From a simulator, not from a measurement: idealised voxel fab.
The process module that follows is named voxel local oxidation.
Xsec cut, 260 nm wide, square cell size 5 nm.
Heads up, the way a cross-section reads in here is a grid of square cells, handed over as bands from the top down, with every band being one or more rows of cells.
Quick guide to a band line: top height, bottom height (nm) up front; then every material left to right with its width in nm. Only one material and it's marked "everywhere"? Then it fills the band edge to edge. And "air" just means empty space.
Height 0 is the level under which the wafer as received is all one material. The lowest band goes on downwards, as in "0 and below".
The two numbers in a width such as "30..40" mark its ends across the band: the first belongs to the top row of cells, the second to the bottom row, and from each row to the next the width moves by the same amount.
"remained unchanged" for a step: no cell of the cross-section changed in that step.
The label "Enclosed internal voids" introduces a list of the empty spaces, 8 cells or larger, that have no open way up to the top; each entry in it reads width x height at distance, where the distance is taken from the left edge and all three are stated in nm.
On a step's line, text after the settings is the simulator commenting on that step.
What "overlay nm" on a step's line means: if the step has a mask, that mask lay this far to the right of its planned place, or, when the value is negative, to the left.
PLANNED PROCESS STEPS
1) RECEIVE,material Si
2) OXIDIZE,depth nm 5
3) CONFORMAL_DEP,material SiN,thk nm 15
4) PATTERN,tone cover,mask id ACTIVE,material resist,width nm 100,pitch nm 125,thk nm 20,overlay nm 0
5) DIRECTIONAL_ETCH,etch materials SiN,depth nm 15
6) STRIP,etch materials resist
7) SELECTIVE_ETCH,etch materials SiO2,depth nm 5
8) OXIDIZE,depth nm 15
9) STRIP,etch materials SiN
AS-RECEIVED STATE OF THE WAFER IN CROSS-SECTION, EQUIVALENT TO POST-STEP 1
  0 and below: Si everywhere
  Enclosed internal voids: none
HERE'S THE CROSS-SECTION OF THE FIRST OF OUR TWO WAFERS AT THE END OF THE MODULE - IT RAN AS PLANNED
  0 down to -5: air 20 nm / SiO2 90 nm / air 35 nm / SiO2 90 nm / air 25 nm
  -5 down to -20: SiO2 35 nm / Si 60 nm / SiO2 65 nm / Si 60 nm / SiO2 40 nm
  -20 and below: Si everywhere
  Enclosed internal voids: none
SAME START, SAME PLAN AS THE FIRST WAFER - BUT ONE MISTAKE IN THE RUN. CROSS-SECTION OF THE SECOND OF THE TWO AT THE END OF THE MODULE
  -5 down to -20: air 35 nm / Si 60 nm / air 65 nm / Si 60 nm / air 40 nm
  -20 and below: Si everywhere
  Enclosed internal voids: none
Misprocessing identified: step 9 changed vs plan, executed as STRIP,etch materials SiO2
Final cells, second wafer relative to first, materials higher or lower: 120 fewer of SiO2
